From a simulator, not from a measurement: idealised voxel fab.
The document below concerns the process module designated voxel capacitor over wiring.
We display cut, a cross-section 295 nm in width whose square cells are each 5 nm.
Cross-section format: a grid of square cells, given as bands from top to bottom; each band is one or more rows of cells.
For a band, the entry starts with two heights in nm, that of the top and then that of the bottom, and carries on with the band's materials in order from left to right, each alongside its width in nm; the word "everywhere" beside a single material means it fills the band edge to edge, and "blank" means empty space.
Heads up on the height convention: 0 is the point under which the incoming wafer is all one material, and the lowest band has no bottom, it just keeps going down, like "top 0, no bottom".
When a width is written as two numbers, as in "30..40", the first number is the width in the top row of cells of the band and the second is the width in its bottom row, and the width changes by the same amount from each row to the next.
"stayed the same" -> step changed no cross-section cell.
Closed empty spaces (no open way to the top) of 8 cells or more are what "Enclosed internal cavities" lists, each as width x height at distance from the left edge, nm for all three.
after a step's settings: what the simulator itself notes on the step
The optional step-line setting "overlay nm" applies to steps with a mask and quantifies how far to the right of its planned location the mask lay, a negative value indicating leftward placement.

Here's what the planned process steps look like
1,RECEIVE, material Si
2,CONFORMAL_DEP, material SiO2, thk nm 15
3,CONFORMAL_DEP, material SiCN, thk nm 5
4,DIRECTIONAL_DEP, material SiO2, thk nm 20
5,MASKED_ETCH, tone open, mask id METAL_1, width nm 20, pitch nm 85, etch materials SiO2, depth nm 20, overlay nm 0
6,MASKED_ETCH, tone open, mask id METAL_1, width nm 20, pitch nm 85, etch materials SiCN, depth nm 5, overlay nm 0
7,CONFORMAL_DEP, material TiN, thk nm 5
8,FILL_DEP, material Cu, thk nm 10
9,CMP, height nm 35
10,CONFORMAL_DEP, material SiCN, thk nm 5
11,DIRECTIONAL_DEP, material SiO2, thk nm 10
12,DIRECTIONAL_DEP, material aC, thk nm 15
13,PATTERN, tone open, mask id PLUG_1, material resist, width nm 15, thk nm 35, overlay nm 0
14,DIRECTIONAL_ETCH, etch materials aC, depth nm 15
15,STRIP, etch materials resist
16,DIRECTIONAL_ETCH, etch materials SiO2, depth nm 10
17,DIRECTIONAL_ETCH, etch materials SiCN, depth nm 5
18,STRIP, etch materials aC
19,EPI, material Ru, thk nm 10
20,EPI, material Ru, thk nm 5
21,DIRECTIONAL_DEP, material TiN, thk nm 10
22,DIRECTIONAL_DEP, material SiN, thk nm 5
23,DIRECTIONAL_DEP, material TiN, thk nm 5
24,DIRECTIONAL_DEP, material aC, thk nm 15
25,PATTERN, tone cover, mask id UPPER_PLATE, material resist, width nm 70, thk nm 30, overlay nm 0
26,DIRECTIONAL_ETCH, etch materials aC, depth nm 15
27,STRIP, etch materials resist
28,DIRECTIONAL_ETCH, etch materials TiN, depth nm 5
29,DIRECTIONAL_ETCH, etch materials SiN, depth nm 5
30,STRIP, etch materials aC
31,DIRECTIONAL_DEP, material aC, thk nm 15
32,PATTERN, tone cover, mask id LOWER_PLATE, material resist, width nm 80, thk nm 30, overlay nm 0
33,DIRECTIONAL_ETCH, etch materials aC, depth nm 15
34,STRIP, etch materials resist
35,DIRECTIONAL_ETCH, etch materials TiN, depth nm 10
36,STRIP, etch materials aC
37,FILL_DEP, material SiO2, thk nm 15
38,CMP, height nm 85
39,DIRECTIONAL_DEP, material aC, thk nm 10
40,PATTERN, tone open, mask id PLUG_2, material resist, width nm 15, thk nm 25, overlay nm 0
41,DIRECTIONAL_ETCH, etch materials aC, depth nm 10
42,STRIP, etch materials resist
43,DIRECTIONAL_ETCH, etch materials SiO2, depth nm 10
44,STRIP, etch materials aC
45,CONFORMAL_DEP, material TiN, thk nm 5
46,FILL_DEP, material Cu, thk nm 5
47,CMP, height nm 85
48,CONFORMAL_DEP, material SiN, thk nm 5
For this document, wafers share an identical start and vary in the step 9 height nm; the plan quotes the first wafer's value.

first wafer as received, after step 1
	top 0, no bottom: Si everywhere
	Enclosed internal cavities: none

first wafer at the end, after step 48
	top 90, bottom 85: SiN everywhere
	top 85, bottom 80: SiO2=110  TiN=5  Cu=5  TiN=5  SiO2=170
	top 80, bottom 75: SiO2=110  TiN=15  SiO2=170
	top 75, bottom 70: SiO2 everywhere
	top 70, bottom 65: SiO2=100  TiN=70  SiO2=125
	top 65, bottom 60: SiO2=100  SiN=70  SiO2=125
	top 60, bottom 50: SiO2=95  TiN=80  SiO2=120
	top 50, bottom 40: SiO2=100  Ru=15  SiO2=180
	top 40, bottom 35: SiCN=100  Ru=15  SiCN=180
	top 35, bottom 20: SiO2=95  TiN=5  Cu=10  TiN=5  SiO2=65  TiN=5  Cu=10  TiN=5  SiO2=95
	top 20, bottom 15: SiCN=95  TiN=20  SiCN=65  TiN=20  SiCN=95
	top 15, bottom 0: SiO2 everywhere
	top 0, no bottom: Si everywhere
	Enclosed internal cavities: none

The final wafer, sectioned at module end
	top 90, bottom 85: SiN everywhere
	top 85, bottom 80: SiO2=100  SiN=70  SiO2=125
	top 80, bottom 70: SiO2=95  TiN=80  SiO2=120
	top 70, bottom 60: SiO2=100  Ru=15  SiO2=180
	top 60, bottom 55: SiCN=100  Ru=15  SiCN=180
	top 55, bottom 45: Cu everywhere
	top 45, bottom 40: TiN=100  Cu=10  TiN=75  Cu=10  TiN=100
	top 40, bottom 20: SiO2=95  TiN=5  Cu=10  TiN=5  SiO2=65  TiN=5  Cu=10  TiN=5  SiO2=95
	top 20, bottom 15: SiCN=95  TiN=20  SiCN=65  TiN=20  SiCN=95
	top 15, bottom 0: SiO2 everywhere
	top 0, no bottom: Si everywhere
	Enclosed internal cavities: none

The table below has one row for each wafer; a row shows, as of the end of the module, how many cells of each material the wafer has gained, marked (+), or lost, marked (-), since it was received, and then the wafer's closed voids
height nm 35, +13 Cu, +9 Ru, +107 SiCN, +73 SiN, +789 SiO2, +71 TiN, Enclosed internal cavities: none
height nm 40, +17 Cu, +9 Ru, +107 SiCN, +73 SiN, +781 SiO2, +75 TiN, Enclosed internal cavities: none
height nm 45, +20 Cu, +9 Ru, +107 SiCN, +73 SiN, +725 SiO2, +128 TiN, Enclosed internal cavities: none
height nm 50, +79 Cu, +9 Ru, +107 SiCN, +73 SiN, +669 SiO2, +125 TiN, Enclosed internal cavities: none
height nm 55, +138 Cu, +9 Ru, +107 SiCN, +73 SiN, +624 SiO2, +111 TiN, Enclosed internal cavities: none
